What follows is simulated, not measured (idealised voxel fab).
process module | voxel wiring stack
cross-section cut | 155 nm wide | cells 5 nm
A cross-section is a grid of square cells, given in bands from the top down. A band is one or more rows of cells.
Each band's line starts with the height of the band's top and of its bottom, in nm. Then come its materials from left to right, each with its width in nm. One material with "throughout" fills the band from edge to edge. "air" is empty space.
Height 0 is the level under which the wafer as received is all one material. The lowest band goes on downwards, as in "0 down".
A width such as "30 to 40" changes by the same amount from each row of cells to the next, from the band's top row to its bottom row.
"no change" after a step means that no cell of the cross-section changed.
closed voids: empty space of 8 cells or more with no open way to the top, each as width x height at its distance from the left edge, in nm
after a step's settings: what the simulator itself notes on the step
overlay nm, on a step with a mask: how far to the right of its planned place the mask lay; to the left if negative
Each pair below shows a cross-section before one step and the cross-section after it, down to the lowest band that changed. The line under each pair gives the step between them, with its settings. The pairs can come from different runs of this module on the same starting wafer, so a pair continues from the pair above only where its "before" says so.
before
  50 to 45: air 35 | TiN 35 | air 10 | TiN 35 | air 40
  45 to 20: air 35 | TiN 5 | SiO2 25 | TiN 5 | air 10 | TiN 5 | SiO2 25 | TiN 5 | air 40
  20 to 15: TiN 40 | SiN 25 | TiN 20 | SiN 25 | TiN 45
  15 to 0: SiO2 throughout
  0 down: Si throughout
  closed voids: none
after
  55 to 50: Ru throughout
  50 to 45: Ru 35 | TiN 35 | Ru 10 | TiN 35 | Ru 40
  45 to 20: Ru 35 | TiN 5 | SiO2 25 | TiN 5 | Ru 10 | TiN 5 | SiO2 25 | TiN 5 | Ru 40
  below 20: unchanged
  closed voids: none
the step between: op FILL_DEP | material Ru | thk nm 5
before: the cross-section after the pair above
after
  45 to 20: Ru 35 | TiN 5 | SiO2 25 | TiN 5 | Ru 10 | TiN 5 | SiO2 25 | TiN 5 | Ru 40
  below 20: unchanged
  closed voids: none
the step between: op CMP | height nm 45
before: the cross-section after the pair above
after
  50 to 45: SiCN throughout
  below 45: unchanged
  closed voids: none
the step between: op CONFORMAL_DEP | material SiCN | thk nm 5
before: the cross-section after the pair above
after
  75 to 50: lowk throughout
  below 50: unchanged
  closed voids: none
the step between: op DIRECTIONAL_DEP | material lowk | thk nm 25
before: the cross-section after the pair above
after
  85 to 75: aC throughout
  below 75: unchanged
  closed voids: none
the step between: op DIRECTIONAL_DEP | material aC | thk nm 10
before: the cross-section after the pair above
after
  115 to 85: resist 40 | air 15 | resist 30 | air 15 | resist 55
  below 85: unchanged
  closed voids: none
the step between: op PATTERN | tone open | mask id METAL_2_HOLES | material resist | width nm 15 | pitch nm 45 | thk nm 30 | overlay nm 0
before: the cross-section after the pair above
after
  105 to 85: resist 40 | air 15 | resist 30 | air 15 | resist 55
  85 to 75: aC 40 | air 15 | aC 30 | air 15 | aC 55
  below 75: unchanged
  closed voids: none
the step between: op DIRECTIONAL_ETCH | etch materials aC | depth nm 10
before: the cross-section after the pair above
after
  85 to 75: aC 40 | air 15 | aC 30 | air 15 | aC 55
  below 75: unchanged
  closed voids: none
the step between: op STRIP | etch materials resist
before: the cross-section after the pair above
after
  85 to 75: aC 40 | air 15 | aC 30 | air 15 | aC 55
  75 to 50: lowk 40 | air 15 | lowk 30 | air 15 | lowk 55
  below 50: unchanged
  closed voids: none
the step between: op DIRECTIONAL_ETCH | etch materials lowk | depth nm 25
before: the cross-section after the pair above
after
  75 to 50: lowk 40 | air 15 | lowk 30 | air 15 | lowk 55
  below 50: unchanged
  closed voids: none
the step between: op STRIP | etch materials aC
before: the cross-section after the pair above
after
  75 to 60: lowk 40 | air 25 | lowk 20 | air 25 | lowk 45
  below 60: unchanged
  closed voids: none
the step between: op MASKED_ETCH | tone open | mask id METAL_2 | width nm 25 | pitch nm 45 | etch materials lowk | depth nm 15 | overlay nm 0
before: the cross-section after the pair above
after
  75 to 60: lowk 40 | air 25 | lowk 20 | air 25 | lowk 45
  60 to 50: lowk 40 | air 15 | lowk 30 | air 15 | lowk 55
  50 to 45: SiCN 40 | air 15 | SiCN 30 | air 15 | SiCN 55
  below 45: unchanged
  closed voids: none
the step between: op MASKED_ETCH | tone open | mask id METAL_2 | width nm 25 | pitch nm 45 | etch materials SiCN | depth nm 5 | overlay nm 0
before: the cross-section after the pair above
after
  80 to 75: TiN 45 | air 15 | TiN 30 | air 15 | TiN 50
  75 to 65: lowk 40 | TiN 5 | air 15 | TiN 5 | lowk 20 | TiN 5 | air 15 | TiN 5 | lowk 45
  65 to 60: lowk 40 | TiN 5 | air 5 | TiN 15 | lowk 20 | TiN 5 | air 5 | TiN 15 | lowk 45
  60 to 50: lowk 40 | TiN 5 | air 5 | TiN 5 | lowk 30 | TiN 5 | air 5 | TiN 5 | lowk 55
  50 to 45: SiCN 40 | TiN 15 | SiCN 30 | TiN 15 | SiCN 55
  below 45: unchanged
  closed voids: none
the step between: op CONFORMAL_DEP | material TiN | thk nm 5
before: the cross-section after the pair above
after
  90 to 80: Cu throughout
  80 to 75: TiN 45 | Cu 15 | TiN 30 | Cu 15 | TiN 50
  75 to 65: lowk 40 | TiN 5 | Cu 15 | TiN 5 | lowk 20 | TiN 5 | Cu 15 | TiN 5 | lowk 45
  65 to 60: lowk 40 | TiN 5 | Cu 5 | TiN 15 | lowk 20 | TiN 5 | Cu 5 | TiN 15 | lowk 45
  60 to 50: lowk 40 | TiN 5 | Cu 5 | TiN 5 | lowk 30 | TiN 5 | Cu 5 | TiN 5 | lowk 55
  below 50: unchanged
  closed voids: none
the step between: op FILL_DEP | material Cu | thk nm 10
before: the cross-section after the pair above
after
  75 to 65: lowk 40 | TiN 5 | Cu 15 | TiN 5 | lowk 20 | TiN 5 | Cu 15 | TiN 5 | lowk 45
  below 65: unchanged
  closed voids: none
the step between: op CMP | height nm 75
before: the cross-section after the pair above
after
  80 to 75: SiCN throughout
  below 75: unchanged
  closed voids: none
the step between: op CONFORMAL_DEP | material SiCN | thk nm 5
before: the cross-section after the pair above
after
  115 to 80: SiO2 throughout
  below 80: unchanged
  closed voids: none
the step between: op DIRECTIONAL_DEP | material SiO2 | thk nm 35
before: the cross-section after the pair above
after
  135 to 115: resist 40 | air 15 | resist 100
  below 115: unchanged
  closed voids: none
the step between: op PATTERN | tone open | mask id METAL_3_HOLES | material resist | width nm 15 | thk nm 20 | overlay nm 0
before: the cross-section after the pair above
after
  135 to 115: resist 40 | air 15 | resist 100
  115 to 80: SiO2 40 | air 15 | SiO2 100
  below 80: unchanged
  closed voids: none
the step between: op DIRECTIONAL_ETCH | etch materials SiO2 | depth nm 35
before: the cross-section after the pair above
after
  115 to 80: SiO2 40 | air 15 | SiO2 100
  below 80: unchanged
  closed voids: none
the step between: op STRIP | etch materials resist
before: the cross-section after the pair above
after
  130 to 115: resist 40 | air 25 | resist 20 | air 25 | resist 45
  below 115: unchanged
  closed voids: none
the step between: op PATTERN | tone open | mask id METAL_3 | material resist | width nm 25 | pitch nm 45 | thk nm 15 | overlay nm 0
before: the cross-section after the pair above
after
  130 to 115: resist 40 | air 25 | resist 20 | air 25 | resist 45
  115 to 95: SiO2 40 | air 25 | SiO2 20 | air 25 | SiO2 45
  below 95: unchanged
  closed voids: none
the step between: op DIRECTIONAL_ETCH | etch materials SiO2 | depth nm 20
before: the cross-section after the pair above
after
  130 to 115: resist 40 | air 25 | resist 20 | air 25 | resist 45
  115 to 95: SiO2 40 | air 25 | SiO2 20 | air 25 | SiO2 45
  95 to 80: SiO2 40 | air 15 | SiO2 100
  80 to 75: SiCN 40 | air 15 | SiCN 100
  below 75: unchanged
  closed voids: none
the step between: op DIRECTIONAL_ETCH | etch materials SiCN | depth nm 5
before: the cross-section after the pair above
after
  115 to 95: SiO2 40 | air 25 | SiO2 20 | air 25 | SiO2 45
  below 95: unchanged
  closed voids: none
the step between: op STRIP | etch materials resist
before: the cross-section after the pair above
after
  120 to 115: TiN 45 | air 15 | TiN 30 | air 15 | TiN 50
  115 to 100: SiO2 40 | TiN 5 | air 15 | TiN 5 | SiO2 20 | TiN 5 | air 15 | TiN 5 | SiO2 45
  100 to 95: SiO2 40 | TiN 5 | air 5 | TiN 15 | SiO2 20 | TiN 25 | SiO2 45
  95 to 80: SiO2 40 | TiN 5 | air 5 | TiN 5 | SiO2 100
  80 to 75: SiCN 40 | TiN 15 | SiCN 100
  below 75: unchanged
  closed voids: none
the step between: op CONFORMAL_DEP | material TiN | thk nm 5
before: the cross-section after the pair above
after
  125 to 120: Cu throughout
  120 to 115: TiN 45 | Cu 15 | TiN 30 | Cu 15 | TiN 50
  115 to 100: SiO2 40 | TiN 5 | Cu 15 | TiN 5 | SiO2 20 | TiN 5 | Cu 15 | TiN 5 | SiO2 45
  100 to 95: SiO2 40 | TiN 5 | Cu 5 | TiN 15 | SiO2 20 | TiN 25 | SiO2 45
  95 to 80: SiO2 40 | TiN 5 | Cu 5 | TiN 5 | SiO2 100
  below 80: unchanged
  closed voids: none
the step between: op FILL_DEP | material Cu | thk nm 5
before: the cross-section after the pair above
after
  115 to 100: SiO2 40 | TiN 5 | Cu 15 | TiN 5 | SiO2 20 | TiN 5 | Cu 15 | TiN 5 | SiO2 45
  below 100: unchanged
  closed voids: none
the step between: op CMP | height nm 115
before: the cross-section after the pair above
after
  120 to 115: SiN throughout
  below 115: unchanged
  closed voids: none
the step between: op CONFORMAL_DEP | material SiN | thk nm 5
